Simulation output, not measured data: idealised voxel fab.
Documented hereafter: the process module known as voxel ribs on slabs.
This is section cut - it's 295 nm across, gridded in 5 nm square cells.
Notation: cross-section as square-cell grid; stated in bands, top first, going down; one or more cell rows per band. Basically the band line says how high the top is and how high the bottom is, in nm, and then what's in it from left to right, every material with its width in nm. Empty space shows up as "blank", and if a single material carries "full width" it runs the full band edge to edge. Heights are measured from 0, the level below which the as-received wafer is all one material; the lowest band has no bottom and continues downward, written as in "from 0 down". Top row gets the first number, bottom row gets the second, and each row in between changes by the same step: that is how a band width like "30->40" works. Step marked "changes: none"? Then no cell in the cross-section changed in it. Entry "Enclosed void inventory" = empty spaces >= 8 cells with no open way to the top; each as width x height at distance, distance from left edge, all nm. Past the settings on a step's line: simulator remark, on that step. overlay nm: right-of-plan distance of the mask on a masked step; negative values mean left-of-plan.
**The following list gives the planned process steps**
1. op RECEIVE | material Si
2. op DIRECTIONAL_DEP | material SiO2 | thk nm 20
3. op DIRECTIONAL_DEP | material SiN | thk nm 15
4. op MASKED_ETCH | tone cover | mask id RIB | width nm 15 | etch materials SiN | depth nm 5 | overlay nm 0
5. op DIRECTIONAL_DEP | material aC | thk nm 15
6. op PATTERN | tone cover | mask id SLAB | material resist | width nm 50 | thk nm 30 | overlay nm 0
7. op DIRECTIONAL_ETCH | etch materials aC | depth nm 15
8. op STRIP | etch materials resist
9. op DIRECTIONAL_ETCH | etch materials SiN | depth nm 10
10. op STRIP | etch materials aC
11. op FILL_DEP | material SiO2 | thk nm 20
12. op CMP | height nm 45
13. op DIRECTIONAL_DEP | material TiN | thk nm 5
14. op PATTERN | tone cover | mask id HEATER | material resist | width nm 30 | thk nm 15 | overlay nm 0
15. op DIRECTIONAL_ETCH | etch materials TiN | depth nm 5
16. op STRIP | etch materials resist
17. op CONFORMAL_DEP | material SiO2 | thk nm 10
Be aware that, although all wafers share a common starting state, the width nm at step 4 differs among them, and the plan displays the first wafer's value.
**Sectional view: first of several wafers, as received, after step 1**
> from 0 down | Si full width
> Enclosed void inventory: none
**Module finished, last step 17 done: cross-section of the first of several wafers**
> from 60 to 55 | 120 blank, 50 SiO2, 125 blank
> from 55 to 50 | SiO2 full width
> from 50 to 45 | 130 SiO2, 30 TiN, 135 SiO2
> from 45 to 35 | SiO2 full width
> from 35 to 30 | 140 SiO2, 15 SiN, 140 SiO2
> from 30 to 20 | 120 SiO2, 50 SiN, 125 SiO2
> from 20 to 0 | SiO2 full width
> from 0 down | Si full width
> Enclosed void inventory: none
**Cross-sectional view of the final wafer of several at the module's end**
> from 60 to 55 | 120 blank, 50 SiO2, 125 blank
> from 55 to 50 | SiO2 full width
> from 50 to 45 | 130 SiO2, 30 TiN, 135 SiO2
> from 45 to 35 | SiO2 full width
> from 35 to 30 | 130 SiO2, 35 SiN, 130 SiO2
> from 30 to 20 | 120 SiO2, 50 SiN, 125 SiO2
> from 20 to 0 | SiO2 full width
> from 0 down | Si full width
> Enclosed void inventory: none
**Where each wafer stands at the end of the module, a row apiece: cells of each material gained (+) or lost (-) since it was received, then closed voids**
width nm 15 | +23 SiN | +630 SiO2 | +6 TiN | Enclosed void inventory: none
width nm 20 | +24 SiN | +629 SiO2 | +6 TiN | Enclosed void inventory: none
width nm 25 | +25 SiN | +628 SiO2 | +6 TiN | Enclosed void inventory: none
width nm 30 | +26 SiN | +627 SiO2 | +6 TiN | Enclosed void inventory: none
width nm 35 | +27 SiN | +626 SiO2 | +6 TiN | Enclosed void inventory: none
